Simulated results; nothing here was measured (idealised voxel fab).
Process module heading - voxel transistor to metal
The figure presents cross-section cut, which has a width of 195 nm and is divided into square cells with an edge length of 5 nm.
Each cross-section below is a grid of square cells, stated as bands in top-down order, with one or more rows of cells making up each band.
Each band's line starts with the height of the band's top and of its bottom, in nm. Then come its materials from left to right, each with its width in nm. One material with "all across" fills the band from edge to edge. "air" is empty space.
We count height from 0. Below that, the starting wafer is all one material. The lowest band never ends at the bottom but goes on down; see "0 nm and below" for how that is written.
When a width is written as two numbers, as in "30 to 40", the first number is the width in the top row of cells of the band and the second is the width in its bottom row, and the width changes by the same amount from each row to the next.
Where a step carries "no change", the cross-section came out of it unchanged, cell for cell.
Empty spaces without an open route to the top, at least 8 cells in extent, make up the entry "Closed empty spaces"; each is given as width x height at distance, where the distance is measured from the left edge, and all are in nm.
Formally, on a step line, whatever follows the settings is a remark that the simulator itself makes on the step.
On any step carrying a mask, the "overlay nm" setting, if present on the step's line, tells how far right of its planned place the mask lay; negative values point to the left.

# These are the steps we planned for the process
1,RECEIVE (material Si)
2,OXIDIZE (depth nm 5)
3,CONFORMAL_DEP (material SiN; thk nm 15)
4,MASKED_ETCH (tone cover; mask id ACTIVE; width nm 100; etch materials SiN; depth nm 15; overlay nm 0)
5,MASKED_ETCH (tone cover; mask id ACTIVE; width nm 100; etch materials SiO2; depth nm 5; overlay nm 0)
6,MASKED_ETCH (tone cover; mask id ACTIVE; width nm 100; etch materials Si; depth nm 35; overlay nm 0)
7,OXIDIZE (depth nm 5)
8,FILL_DEP (material SiO2; thk nm 10)
9,CMP (height nm 15)
10,SELECTIVE_ETCH (etch materials SiO2; depth nm 5)
11,STRIP (etch materials SiN)
12,SELECTIVE_ETCH (etch materials SiO2; depth nm 5)
13,OXIDIZE (depth nm 5)
14,DIRECTIONAL_DEP (material polySi; thk nm 20)
15,DIRECTIONAL_DEP (material SiCN; thk nm 15)
16,PATTERN (tone cover; mask id GATE; material resist; width nm 20; thk nm 20; overlay nm 0)
17,DIRECTIONAL_ETCH (etch materials SiCN; depth nm 25)
18,DIRECTIONAL_ETCH (etch materials polySi; depth nm 30)
19,STRIP (etch materials resist)
20,CONFORMAL_DEP (material SiO2; thk nm 5)
21,DIRECTIONAL_ETCH (etch materials SiO2; depth nm 5)
22,CONFORMAL_DEP (material SiN; thk nm 10)
23,DIRECTIONAL_ETCH (etch materials SiN; depth nm 10)
24,DIRECTIONAL_ETCH (etch materials SiO2; depth nm 5)
25,EPI (material nSi; thk nm 5)
26,FILL_DEP (material SiO2; thk nm 5)
27,CMP (height nm 30)
28,DIRECTIONAL_DEP (material SiO2; thk nm 15)
29,MASKED_ETCH (tone open; mask id CONTACT; width nm 25; pitch nm 55; etch materials SiO2; depth nm 50; overlay nm 0)
30,CONFORMAL_DEP (material TiN; thk nm 5)
31,FILL_DEP (material W; thk nm 5)
32,CMP (height nm 45)
33,DIRECTIONAL_DEP (material TiN; thk nm 5)
34,DIRECTIONAL_DEP (material Ru; thk nm 15)
35,DIRECTIONAL_DEP (material aC; thk nm 10)
36,PATTERN (tone cover; mask id METAL_1; material resist; width nm 15; pitch nm 65; thk nm 30; overlay nm 0)
37,DIRECTIONAL_ETCH (etch materials aC; depth nm 10)
38,STRIP (etch materials resist)
39,DIRECTIONAL_ETCH (etch materials Ru; depth nm 15)
40,DIRECTIONAL_ETCH (etch materials TiN; depth nm 5)
41,STRIP (etch materials aC)
42,CONFORMAL_DEP (material SiCN; thk nm 5)
43,FILL_DEP (material lowk; thk nm 5)
44,CMP (height nm 65)
45,CONFORMAL_DEP (material SiN; thk nm 5)

# First wafer of two (run as planned)

# Cross-section, incoming material, after step 1
	0 nm and below = Si all across
	Closed empty spaces: none

# So this is the wafer cross-section right after step 2
	0 nm to -5 nm = SiO2 all across
	For the remainder of the cross-section, below -5, there is no change.

# So this is the wafer cross-section right after step 3
	15 nm to 0 nm = SiN all across
	For the remainder of the cross-section, below 0, there is no change.

# So this is the wafer cross-section right after step 4
	15 nm to 0 nm = air (45); SiN (100); air (50)
	For the remainder of the cross-section, below 0, there is no change.

# So this is the wafer cross-section right after step 5
	15 nm to 0 nm = air (45); SiN (100); air (50)
	0 nm to -5 nm = air (45); SiO2 (100); air (50)
	For the remainder of the cross-section, below -5, there is no change.

# So this is the wafer cross-section right after step 6
	15 nm to 0 nm = air (45); SiN (100); air (50)
	0 nm to -5 nm = air (45); SiO2 (100); air (50)
	-5 nm to -40 nm = air (45); Si (100); air (50)
	For the remainder of the cross-section, below -40, there is no change.

# So this is the wafer cross-section right after step 7
	15 nm to 0 nm = air (45); SiN (100); air (50)
	0 nm to -5 nm = air (45); SiO2 (100); air (50)
	-5 nm to -40 nm = air (45); SiO2 (5); Si (90); SiO2 (5); air (50)
	-40 nm to -45 nm = SiO2 (50); Si (90); SiO2 (55)
	For the remainder of the cross-section, below -45, there is no change.

# So this is the wafer cross-section right after step 8
	25 nm to 15 nm = SiO2 all across
	15 nm to 0 nm = SiO2 (45); SiN (100); SiO2 (50)
	0 nm to -5 nm = SiO2 all across
	-5 nm to -45 nm = SiO2 (50); Si (90); SiO2 (55)
	For the remainder of the cross-section, below -45, there is no change.

# So this is the wafer cross-section right after step 9
	15 nm to 0 nm = SiO2 (45); SiN (100); SiO2 (50)
	For the remainder of the cross-section, below 0, there is no change.

# So this is the wafer cross-section right after step 10
	15 nm to 10 nm = air (45); SiN (100); air (50)
	For the remainder of the cross-section, below 10, there is no change.

# So this is the wafer cross-section right after step 11
	10 nm to 0 nm = SiO2 (45); air (100); SiO2 (50)
	For the remainder of the cross-section, below 0, there is no change.

# So this is the wafer cross-section right after step 12
	5 nm to -5 nm = SiO2 (40); air (110); SiO2 (45)
	For the remainder of the cross-section, below -5, there is no change.

# So this is the wafer cross-section right after step 13
	5 nm to -5 nm = SiO2 (40); air (110); SiO2 (45)
	-5 nm to -10 nm = SiO2 all across
	For the remainder of the cross-section, below -10, there is no change.

# So this is the wafer cross-section right after step 14
	25 nm to 15 nm = polySi (40); air (110); polySi (45)
	15 nm to 5 nm = polySi all across
	5 nm to -5 nm = SiO2 (40); polySi (110); SiO2 (45)
	For the remainder of the cross-section, below -5, there is no change.

# So this is the wafer cross-section right after step 15
	40 nm to 30 nm = SiCN (40); air (110); SiCN (45)
	30 nm to 25 nm = SiCN all across
	25 nm to 15 nm = polySi (40); SiCN (110); polySi (45)
	For the remainder of the cross-section, below 15, there is no change.

# So this is the wafer cross-section right after step 16
	60 nm to 40 nm = air (85); resist (20); air (90)
	40 nm to 30 nm = SiCN (40); air (45); resist (20); air (45); SiCN (45)
	For the remainder of the cross-section, below 30, there is no change.

# So this is the wafer cross-section right after step 17
	60 nm to 30 nm = air (85); resist (20); air (90)
	30 nm to 25 nm = air (85); SiCN (20); air (90)
	25 nm to 15 nm = polySi (40); air (45); SiCN (20); air (45); polySi (45)
	For the remainder of the cross-section, below 15, there is no change.

# So this is the wafer cross-section right after step 18
	60 nm to 30 nm = air (85); resist (20); air (90)
	30 nm to 15 nm = air (85); SiCN (20); air (90)
	15 nm to 5 nm = air (85); polySi (20); air (90)
	5 nm to -5 nm = SiO2 (40); air (45); polySi (20); air (45); SiO2 (45)
	For the remainder of the cross-section, below -5, there is no change.

# So this is the wafer cross-section right after step 19
	30 nm to 15 nm = air (85); SiCN (20); air (90)
	For the remainder of the cross-section, below 15, there is no change.

# So this is the wafer cross-section right after step 20
	35 nm to 30 nm = air (80); SiO2 (30); air (85)
	30 nm to 15 nm = air (80); SiO2 (5); SiCN (20); SiO2 (5); air (85)
	15 nm to 10 nm = air (80); SiO2 (5); polySi (20); SiO2 (5); air (85)
	10 nm to 0 nm = SiO2 (45); air (35); SiO2 (5); polySi (20); SiO2 (5); air (35); SiO2 (50)
	0 nm to -5 nm = SiO2 (85); polySi (20); SiO2 (90)
	For the remainder of the cross-section, below -5, there is no change.

# So this is the wafer cross-section right after step 21
	30 nm to 15 nm = air (80); SiO2 (5); SiCN (20); SiO2 (5); air (85)
	15 nm to 5 nm = air (80); SiO2 (5); polySi (20); SiO2 (5); air (85)
	5 nm to -5 nm = SiO2 (45); air (35); SiO2 (5); polySi (20); SiO2 (5); air (35); SiO2 (50)
	For the remainder of the cross-section, below -5, there is no change.

# So this is the wafer cross-section right after step 22
	40 nm to 30 nm = air (70); SiN (50); air (75)
	30 nm to 15 nm = air (70); SiN (10); SiO2 (5); SiCN (20); SiO2 (5); SiN (10); air (75)
	15 nm to 5 nm = SiN (55); air (15); SiN (10); SiO2 (5); polySi (20); SiO2 (5); SiN (10); air (15); SiN (60)
	5 nm to -5 nm = SiO2 (45); SiN (35); SiO2 (5); polySi (20); SiO2 (5); SiN (35); SiO2 (50)
	For the remainder of the cross-section, below -5, there is no change.

# So this is the wafer cross-section right after step 23
	30 nm to 15 nm = air (70); SiN (10); SiO2 (5); SiCN (20); SiO2 (5); SiN (10); air (75)
	15 nm to 5 nm = air (70); SiN (10); SiO2 (5); polySi (20); SiO2 (5); SiN (10); air (75)
	5 nm to -5 nm = SiO2 (45); SiN (10); air (15); SiN (10); SiO2 (5); polySi (20); SiO2 (5); SiN (10); air (15); SiN (10); SiO2 (50)
	For the remainder of the cross-section, below -5, there is no change.

# So this is the wafer cross-section right after step 24
	30 nm to 25 nm = air (70); SiN (10); air (5); SiCN (20); air (5); SiN (10); air (75)
	25 nm to 15 nm = air (70); SiN (10); SiO2 (5); SiCN (20); SiO2 (5); SiN (10); air (75)
	15 nm to 5 nm = air (70); SiN (10); SiO2 (5); polySi (20); SiO2 (5); SiN (10); air (75)
	5 nm to 0 nm = air (45); SiN (10); air (15); SiN (10); SiO2 (5); polySi (20); SiO2 (5); SiN (10); air (15); SiN (10); air (50)
	0 nm to -5 nm = SiO2 (45); SiN (10); air (15); SiN (10); SiO2 (5); polySi (20); SiO2 (5); SiN (10); air (15); SiN (10); SiO2 (50)
	-5 nm to -10 nm = SiO2 (55); air (15); SiO2 (50); air (15); SiO2 (60)
	For the remainder of the cross-section, below -10, there is no change.

# So this is the wafer cross-section right after step 25
	30 nm to 25 nm = air (70); SiN (10); air (5); SiCN (20); air (5); SiN (10); air (75)
	25 nm to 15 nm = air (70); SiN (10); SiO2 (5); SiCN (20); SiO2 (5); SiN (10); air (75)
	15 nm to 5 nm = air (70); SiN (10); SiO2 (5); polySi (20); SiO2 (5); SiN (10); air (75)
	5 nm to 0 nm = air (45); SiN (10); air (15); SiN (10); SiO2 (5); polySi (20); SiO2 (5); SiN (10); air (15); SiN (10); air (50)
	0 nm to -5 nm = SiO2 (45); SiN (10); air (15); SiN (10); SiO2 (5); polySi (20); SiO2 (5); SiN (10); air (15); SiN (10); SiO2 (50)
	-5 nm to -10 nm = SiO2 (55); nSi (15); SiO2 (50); nSi (15); SiO2 (60)
	For the remainder of the cross-section, below -10, there is no change.

# So this is the wafer cross-section right after step 26
	35 nm to 30 nm = SiO2 all across
	30 nm to 15 nm = SiO2 (70); SiN (10); SiO2 (5); SiCN (20); SiO2 (5); SiN (10); SiO2 (75)
	15 nm to 5 nm = SiO2 (70); SiN (10); SiO2 (5); polySi (20); SiO2 (5); SiN (10); SiO2 (75)
	5 nm to -5 nm = SiO2 (45); SiN (10); SiO2 (15); SiN (10); SiO2 (5); polySi (20); SiO2 (5); SiN (10); SiO2 (15); SiN (10); SiO2 (50)
	For the remainder of the cross-section, below -5, there is no change.

# So this is the wafer cross-section right after step 27
	30 nm to 15 nm = SiO2 (70); SiN (10); SiO2 (5); SiCN (20); SiO2 (5); SiN (10); SiO2 (75)
	For the remainder of the cross-section, below 15, there is no change.

# So this is the wafer cross-section right after step 28
	45 nm to 30 nm = SiO2 all across
	For the remainder of the cross-section, below 30, there is no change.

# So this is the wafer cross-section right after step 29
	45 nm to 30 nm = SiO2 (55); air (25); SiO2 (30); air (25); SiO2 (60)
	30 nm to 15 nm = SiO2 (55); air (15); SiN (10); SiO2 (5); SiCN (20); SiO2 (5); SiN (10); air (15); SiO2 (60)
	15 nm to 5 nm = SiO2 (55); air (15); SiN (10); SiO2 (5); polySi (20); SiO2 (5); SiN (10); air (15); SiO2 (60)
	5 nm to -5 nm = SiO2 (45); SiN (10); air (15); SiN (10); SiO2 (5); polySi (20); SiO2 (5); SiN (10); air (15); SiN (10); SiO2 (50)
	For the remainder of the cross-section, below -5, there is no change.

# So this is the wafer cross-section right after step 30
	50 nm to 45 nm = TiN (60); air (15); TiN (40); air (15); TiN (65)
	45 nm to 35 nm = SiO2 (55); TiN (5); air (15); TiN (5); SiO2 (30); TiN (5); air (15); TiN (5); SiO2 (60)
	35 nm to 30 nm = SiO2 (55); TiN (5); air (5); TiN (15); SiO2 (30); TiN (15); air (5); TiN (5); SiO2 (60)
	30 nm to 15 nm = SiO2 (55); TiN (5); air (5); TiN (5); SiN (10); SiO2 (5); SiCN (20); SiO2 (5); SiN (10); TiN (5); air (5); TiN (5); SiO2 (60)
	15 nm to 5 nm = SiO2 (55); TiN (5); air (5); TiN (5); SiN (10); SiO2 (5); polySi (20); SiO2 (5); SiN (10); TiN (5); air (5); TiN (5); SiO2 (60)
	5 nm to 0 nm = SiO2 (45); SiN (10); TiN (5); air (5); TiN (5); SiN (10); SiO2 (5); polySi (20); SiO2 (5); SiN (10); TiN (5); air (5); TiN (5); SiN (10); SiO2 (50)
	0 nm to -5 nm = SiO2 (45); SiN (10); TiN (15); SiN (10); SiO2 (5); polySi (20); SiO2 (5); SiN (10); TiN (15); SiN (10); SiO2 (50)
	For the remainder of the cross-section, below -5, there is no change.

# So this is the wafer cross-section right after step 31
	55 nm to 50 nm = W all across
	50 nm to 45 nm = TiN (60); W (15); TiN (40); W (15); TiN (65)
	45 nm to 35 nm = SiO2 (55); TiN (5); W (15); TiN (5); SiO2 (30); TiN (5); W (15); TiN (5); SiO2 (60)
	35 nm to 30 nm = SiO2 (55); TiN (5); W (5); TiN (15); SiO2 (30); TiN (15); W (5); TiN (5); SiO2 (60)
	30 nm to 15 nm = SiO2 (55); TiN (5); W (5); TiN (5); SiN (10); SiO2 (5); SiCN (20); SiO2 (5); SiN (10); TiN (5); W (5); TiN (5); SiO2 (60)
	15 nm to 5 nm = SiO2 (55); TiN (5); W (5); TiN (5); SiN (10); SiO2 (5); polySi (20); SiO2 (5); SiN (10); TiN (5); W (5); TiN (5); SiO2 (60)
	5 nm to 0 nm = SiO2 (45); SiN (10); TiN (5); W (5); TiN (5); SiN (10); SiO2 (5); polySi (20); SiO2 (5); SiN (10); TiN (5); W (5); TiN (5); SiN (10); SiO2 (50)
	For the remainder of the cross-section, below 0, there is no change.

# So this is the wafer cross-section right after step 32
	45 nm to 35 nm = SiO2 (55); TiN (5); W (15); TiN (5); SiO2 (30); TiN (5); W (15); TiN (5); SiO2 (60)
	For the remainder of the cross-section, below 35, there is no change.

# So this is the wafer cross-section right after step 33
	50 nm to 45 nm = TiN all across
	For the remainder of the cross-section, below 45, there is no change.

# So this is the wafer cross-section right after step 34
	65 nm to 50 nm = Ru all across
	For the remainder of the cross-section, below 50, there is no change.

# So this is the wafer cross-section right after step 35
	75 nm to 65 nm = aC all across
	For the remainder of the cross-section, below 65, there is no change.

# So this is the wafer cross-section right after step 36
	105 nm to 75 nm = air (55); resist (15); air (50); resist (15); air (60)
	For the remainder of the cross-section, below 75, there is no change.

# So this is the wafer cross-section right after step 37
	95 nm to 75 nm = air (55); resist (15); air (50); resist (15); air (60)
	75 nm to 65 nm = air (55); aC (15); air (50); aC (15); air (60)
	For the remainder of the cross-section, below 65, there is no change.

# So this is the wafer cross-section right after step 38
	75 nm to 65 nm = air (55); aC (15); air (50); aC (15); air (60)
	For the remainder of the cross-section, below 65, there is no change.

# So this is the wafer cross-section right after step 39
	75 nm to 65 nm = air (55); aC (15); air (50); aC (15); air (60)
	65 nm to 50 nm = air (55); Ru (15); air (50); Ru (15); air (60)
	For the remainder of the cross-section, below 50, there is no change.

# So this is the wafer cross-section right after step 40
	75 nm to 65 nm = air (55); aC (15); air (50); aC (15); air (60)
	65 nm to 50 nm = air (55); Ru (15); air (50); Ru (15); air (60)
	50 nm to 45 nm = air (55); TiN (15); air (50); TiN (15); air (60)
	For the remainder of the cross-section, below 45, there is no change.

# So this is the wafer cross-section right after step 41
	65 nm to 50 nm = air (55); Ru (15); air (50); Ru (15); air (60)
	For the remainder of the cross-section, below 50, there is no change.

# So this is the wafer cross-section right after step 42
	70 nm to 65 nm = air (50); SiCN (25); air (40); SiCN (25); air (55)
	65 nm to 50 nm = air (50); SiCN (5); Ru (15); SiCN (5); air (40); SiCN (5); Ru (15); SiCN (5); air (55)
	50 nm to 45 nm = SiCN (55); TiN (15); SiCN (50); TiN (15); SiCN (60)
	For the remainder of the cross-section, below 45, there is no change.

# So this is the wafer cross-section right after step 43
	75 nm to 70 nm = lowk all across
	70 nm to 65 nm = lowk (50); SiCN (25); lowk (40); SiCN (25); lowk (55)
	65 nm to 50 nm = lowk (50); SiCN (5); Ru (15); SiCN (5); lowk (40); SiCN (5); Ru (15); SiCN (5); lowk (55)
	For the remainder of the cross-section, below 50, there is no change.

# So this is the wafer cross-section right after step 44
	65 nm to 50 nm = lowk (50); SiCN (5); Ru (15); SiCN (5); lowk (40); SiCN (5); Ru (15); SiCN (5); lowk (55)
	For the remainder of the cross-section, below 50, there is no change.

# So this is the wafer cross-section right after step 45
	70 nm to 65 nm = SiN all across
	For the remainder of the cross-section, below 65, there is no change.

# Second wafer, same starting conditions and recipe as the first, one mistake in executing it, nothing differs from the first up to and including step 11

# Cross-section of the second wafer at the time by which step 12 should have been completed according to the plan
	-5 nm to -15 nm = SiO2 (30); air (20); Si (90); air (20); SiO2 (35)
	For the remainder of the cross-section, below -15, there is no change.

# Cross-section of the second wafer at the time by which step 13 should have been completed according to the plan
	-5 nm to -10 nm = SiO2 (30); air (20); SiO2 (90); air (20); SiO2 (35)
	-10 nm to -15 nm = SiO2 (30); air (20); SiO2 (5); Si (80); SiO2 (5); air (20); SiO2 (35)
	-15 nm to -20 nm = SiO2 (55); Si (80); SiO2 (60)
	For the remainder of the cross-section, below -20, there is no change.

# Cross-section of the second wafer at the time by which step 14 should have been completed according to the plan
	15 nm to 5 nm = polySi (30); air (20); polySi (90); air (20); polySi (35)
	5 nm to -5 nm = polySi all across
	-5 nm to -10 nm = SiO2 (30); polySi (20); SiO2 (90); polySi (20); SiO2 (35)
	-10 nm to -15 nm = SiO2 (30); polySi (20); SiO2 (5); Si (80); SiO2 (5); polySi (20); SiO2 (35)
	For the remainder of the cross-section, below -15, there is no change.

# Cross-section of the second wafer at the time by which step 15 should have been completed according to the plan
	30 nm to 20 nm = SiCN (30); air (20); SiCN (90); air (20); SiCN (35)
	20 nm to 15 nm = SiCN all across
	15 nm to 5 nm = polySi (30); SiCN (20); polySi (90); SiCN (20); polySi (35)
	For the remainder of the cross-section, below 5, there is no change.

# Cross-section of the second wafer at the time by which step 16 should have been completed according to the plan
	50 nm to 30 nm = air (85); resist (20); air (90)
	For the remainder of the cross-section, below 30, there is no change.

# Cross-section of the second wafer at the time by which step 17 should have been completed according to the plan
	50 nm to 30 nm = air (85); resist (20); air (90)
	30 nm to 15 nm = air (85); SiCN (20); air (90)
	15 nm to 5 nm = polySi (30); air (20); polySi (90); air (20); polySi (35)
	For the remainder of the cross-section, below 5, there is no change.

# Cross-section of the second wafer at the time by which step 18 should have been completed according to the plan
	50 nm to 30 nm = air (85); resist (20); air (90)
	30 nm to 15 nm = air (85); SiCN (20); air (90)
	15 nm to -5 nm = air (85); polySi (20); air (90)
	-5 nm to -10 nm = SiO2 (30); air (20); SiO2 (90); air (20); SiO2 (35)
	-10 nm to -15 nm = SiO2 (30); air (20); SiO2 (5); Si (80); SiO2 (5); air (20); SiO2 (35)
	For the remainder of the cross-section, below -15, there is no change.

# Cross-section of the second wafer at the time by which step 19 should have been completed according to the plan
	30 nm to 15 nm = air (85); SiCN (20); air (90)
	For the remainder of the cross-section, below 15, there is no change.

# Cross-section of the second wafer at the time by which step 20 should have been completed according to the plan
	35 nm to 30 nm = air (80); SiO2 (30); air (85)
	30 nm to 15 nm = air (80); SiO2 (5); SiCN (20); SiO2 (5); air (85)
	15 nm to 0 nm = air (80); SiO2 (5); polySi (20); SiO2 (5); air (85)
	0 nm to -5 nm = SiO2 (35); air (10); SiO2 (40); polySi (20); SiO2 (40); air (10); SiO2 (40)
	-5 nm to -10 nm = SiO2 (35); air (10); SiO2 (100); air (10); SiO2 (40)
	-10 nm to -20 nm = SiO2 (55); Si (80); SiO2 (60)
	For the remainder of the cross-section, below -20, there is no change.

# Cross-section of the second wafer at the time by which step 21 should have been completed according to the plan
	30 nm to 15 nm = air (80); SiO2 (5); SiCN (20); SiO2 (5); air (85)
	15 nm to -5 nm = air (80); SiO2 (5); polySi (20); SiO2 (5); air (85)
	-5 nm to -10 nm = SiO2 (35); air (10); SiO2 (100); air (10); SiO2 (40)
	-10 nm to -15 nm = SiO2 (35); air (10); SiO2 (10); Si (80); SiO2 (10); air (10); SiO2 (40)
	For the remainder of the cross-section, below -15, there is no change.

# Cross-section of the second wafer at the time by which step 22 should have been completed according to the plan
	40 nm to 30 nm = air (70); SiN (50); air (75)
	30 nm to 15 nm = air (70); SiN (10); SiO2 (5); SiCN (20); SiO2 (5); SiN (10); air (75)
	15 nm to 5 nm = air (70); SiN (10); SiO2 (5); polySi (20); SiO2 (5); SiN (10); air (75)
	5 nm to -5 nm = SiN (80); SiO2 (5); polySi (20); SiO2 (5); SiN (85)
	-5 nm to -10 nm = SiO2 (35); SiN (10); SiO2 (100); SiN (10); SiO2 (40)
	-10 nm to -15 nm = SiO2 (35); SiN (10); SiO2 (10); Si (80); SiO2 (10); SiN (10); SiO2 (40)
	For the remainder of the cross-section, below -15, there is no change.

# Cross-section of the second wafer at the time by which step 23 should have been completed according to the plan
	30 nm to 15 nm = air (70); SiN (10); SiO2 (5); SiCN (20); SiO2 (5); SiN (10); air (75)
	15 nm to -5 nm = air (70); SiN (10); SiO2 (5); polySi (20); SiO2 (5); SiN (10); air (75)
	For the remainder of the cross-section, below -5, there is no change.

# Cross-section of the second wafer at the time by which step 24 should have been completed according to the plan
	30 nm to 25 nm = air (70); SiN (10); air (5); SiCN (20); air (5); SiN (10); air (75)
	25 nm to 15 nm = air (70); SiN (10); SiO2 (5); SiCN (20); SiO2 (5); SiN (10); air (75)
	15 nm to -5 nm = air (70); SiN (10); SiO2 (5); polySi (20); SiO2 (5); SiN (10); air (75)
	-5 nm to -10 nm = air (35); SiN (10); air (25); SiO2 (50); air (25); SiN (10); air (40)
	For the remainder of the cross-section, below -10, there is no change.

# Cross-section of the second wafer at the time by which step 25 should have been completed according to the plan
	30 nm to 25 nm = air (70); SiN (10); air (5); SiCN (20); air (5); SiN (10); air (75)
	25 nm to 15 nm = air (70); SiN (10); SiO2 (5); SiCN (20); SiO2 (5); SiN (10); air (75)
	15 nm to -5 nm = air (70); SiN (10); SiO2 (5); polySi (20); SiO2 (5); SiN (10); air (75)
	-5 nm to -10 nm = air (35); SiN (10); air (5); nSi (20); SiO2 (50); nSi (20); air (5); SiN (10); air (40)
	For the remainder of the cross-section, below -10, there is no change.

# Cross-section of the second wafer at the time by which step 26 should have been completed according to the plan
	35 nm to 30 nm = SiO2 all across
	30 nm to 15 nm = SiO2 (70); SiN (10); SiO2 (5); SiCN (20); SiO2 (5); SiN (10); SiO2 (75)
	15 nm to -5 nm = SiO2 (70); SiN (10); SiO2 (5); polySi (20); SiO2 (5); SiN (10); SiO2 (75)
	-5 nm to -10 nm = SiO2 (35); SiN (10); SiO2 (5); nSi (20); SiO2 (50); nSi (20); SiO2 (5); SiN (10); SiO2 (40)
	For the remainder of the cross-section, below -10, there is no change.

# Cross-section of the second wafer at the time by which step 27 should have been completed according to the plan
	30 nm to 15 nm = SiO2 (70); SiN (10); SiO2 (5); SiCN (20); SiO2 (5); SiN (10); SiO2 (75)
	For the remainder of the cross-section, below 15, there is no change.

# Cross-section of the second wafer at the time by which step 28 should have been completed according to the plan
	45 nm to 30 nm = SiO2 all across
	For the remainder of the cross-section, below 30, there is no change.

# Cross-section of the second wafer at the time by which step 29 should have been completed according to the plan
	45 nm to 30 nm = SiO2 (55); air (25); SiO2 (30); air (25); SiO2 (60)
	30 nm to 15 nm = SiO2 (55); air (15); SiN (10); SiO2 (5); SiCN (20); SiO2 (5); SiN (10); air (15); SiO2 (60)
	15 nm to -5 nm = SiO2 (55); air (15); SiN (10); SiO2 (5); polySi (20); SiO2 (5); SiN (10); air (15); SiO2 (60)
	For the remainder of the cross-section, below -5, there is no change.

# Cross-section of the second wafer at the time by which step 30 should have been completed according to the plan
	50 nm to 45 nm = TiN (60); air (15); TiN (40); air (15); TiN (65)
	45 nm to 35 nm = SiO2 (55); TiN (5); air (15); TiN (5); SiO2 (30); TiN (5); air (15); TiN (5); SiO2 (60)
	35 nm to 30 nm = SiO2 (55); TiN (5); air (5); TiN (15); SiO2 (30); TiN (15); air (5); TiN (5); SiO2 (60)
	30 nm to 15 nm = SiO2 (55); TiN (5); air (5); TiN (5); SiN (10); SiO2 (5); SiCN (20); SiO2 (5); SiN (10); TiN (5); air (5); TiN (5); SiO2 (60)
	15 nm to 0 nm = SiO2 (55); TiN (5); air (5); TiN (5); SiN (10); SiO2 (5); polySi (20); SiO2 (5); SiN (10); TiN (5); air (5); TiN (5); SiO2 (60)
	0 nm to -5 nm = SiO2 (55); TiN (15); SiN (10); SiO2 (5); polySi (20); SiO2 (5); SiN (10); TiN (15); SiO2 (60)
	For the remainder of the cross-section, below -5, there is no change.

# Cross-section of the second wafer at the time by which step 31 should have been completed according to the plan
	55 nm to 50 nm = W all across
	50 nm to 45 nm = TiN (60); W (15); TiN (40); W (15); TiN (65)
	45 nm to 35 nm = SiO2 (55); TiN (5); W (15); TiN (5); SiO2 (30); TiN (5); W (15); TiN (5); SiO2 (60)
	35 nm to 30 nm = SiO2 (55); TiN (5); W (5); TiN (15); SiO2 (30); TiN (15); W (5); TiN (5); SiO2 (60)
	30 nm to 15 nm = SiO2 (55); TiN (5); W (5); TiN (5); SiN (10); SiO2 (5); SiCN (20); SiO2 (5); SiN (10); TiN (5); W (5); TiN (5); SiO2 (60)
	15 nm to 0 nm = SiO2 (55); TiN (5); W (5); TiN (5); SiN (10); SiO2 (5); polySi (20); SiO2 (5); SiN (10); TiN (5); W (5); TiN (5); SiO2 (60)
	For the remainder of the cross-section, below 0, there is no change.

# Cross-section of the second wafer at the time by which step 32 should have been completed according to the plan
	45 nm to 35 nm = SiO2 (55); TiN (5); W (15); TiN (5); SiO2 (30); TiN (5); W (15); TiN (5); SiO2 (60)
	For the remainder of the cross-section, below 35, there is no change.

# Cross-section of the second wafer at the time by which step 33 should have been completed according to the plan
	50 nm to 45 nm = TiN all across
	For the remainder of the cross-section, below 45, there is no change.

# Cross-section of the second wafer at the time by which step 34 should have been completed according to the plan
	65 nm to 50 nm = Ru all across
	For the remainder of the cross-section, below 50, there is no change.

# Cross-section of the second wafer at the time by which step 35 should have been completed according to the plan
	75 nm to 65 nm = aC all across
	For the remainder of the cross-section, below 65, there is no change.

# Cross-section of the second wafer at the time by which step 36 should have been completed according to the plan
	105 nm to 75 nm = air (55); resist (15); air (50); resist (15); air (60)
	For the remainder of the cross-section, below 75, there is no change.

# Cross-section of the second wafer at the time by which step 37 should have been completed according to the plan
	95 nm to 75 nm = air (55); resist (15); air (50); resist (15); air (60)
	75 nm to 65 nm = air (55); aC (15); air (50); aC (15); air (60)
	For the remainder of the cross-section, below 65, there is no change.

# Cross-section of the second wafer at the time by which step 38 should have been completed according to the plan
	75 nm to 65 nm = air (55); aC (15); air (50); aC (15); air (60)
	For the remainder of the cross-section, below 65, there is no change.

# Cross-section of the second wafer at the time by which step 39 should have been completed according to the plan
	75 nm to 65 nm = air (55); aC (15); air (50); aC (15); air (60)
	65 nm to 50 nm = air (55); Ru (15); air (50); Ru (15); air (60)
	For the remainder of the cross-section, below 50, there is no change.

# Cross-section of the second wafer at the time by which step 40 should have been completed according to the plan
	75 nm to 65 nm = air (55); aC (15); air (50); aC (15); air (60)
	65 nm to 50 nm = air (55); Ru (15); air (50); Ru (15); air (60)
	50 nm to 45 nm = air (55); TiN (15); air (50); TiN (15); air (60)
	For the remainder of the cross-section, below 45, there is no change.

# Cross-section of the second wafer at the time by which step 41 should have been completed according to the plan
	65 nm to 50 nm = air (55); Ru (15); air (50); Ru (15); air (60)
	For the remainder of the cross-section, below 50, there is no change.

# Cross-section of the second wafer at the time by which step 42 should have been completed according to the plan
	70 nm to 65 nm = air (50); SiCN (25); air (40); SiCN (25); air (55)
	65 nm to 50 nm = air (50); SiCN (5); Ru (15); SiCN (5); air (40); SiCN (5); Ru (15); SiCN (5); air (55)
	50 nm to 45 nm = SiCN (55); TiN (15); SiCN (50); TiN (15); SiCN (60)
	For the remainder of the cross-section, below 45, there is no change.

# Cross-section of the second wafer at the time by which step 43 should have been completed according to the plan
	75 nm to 70 nm = lowk all across
	70 nm to 65 nm = lowk (50); SiCN (25); lowk (40); SiCN (25); lowk (55)
	65 nm to 50 nm = lowk (50); SiCN (5); Ru (15); SiCN (5); lowk (40); SiCN (5); Ru (15); SiCN (5); lowk (55)
	For the remainder of the cross-section, below 50, there is no change.

# Cross-section of the second wafer at the time by which step 44 should have been completed according to the plan
	65 nm to 50 nm = lowk (50); SiCN (5); Ru (15); SiCN (5); lowk (40); SiCN (5); Ru (15); SiCN (5); lowk (55)
	For the remainder of the cross-section, below 50, there is no change.

# Cross-section of the second wafer at the time by which step 45 should have been completed according to the plan
	70 nm to 65 nm = SiN all across
	For the remainder of the cross-section, below 65, there is no change.
Which mistake was made when the wafer was run? step 12, actual vs plan mismatch, actual run SELECTIVE_ETCH (etch materials SiO2; depth nm 15)
Materials where the second wafer ends with more or fewer cells than the first: Si -4 | SiO2 +2 | nSi +2
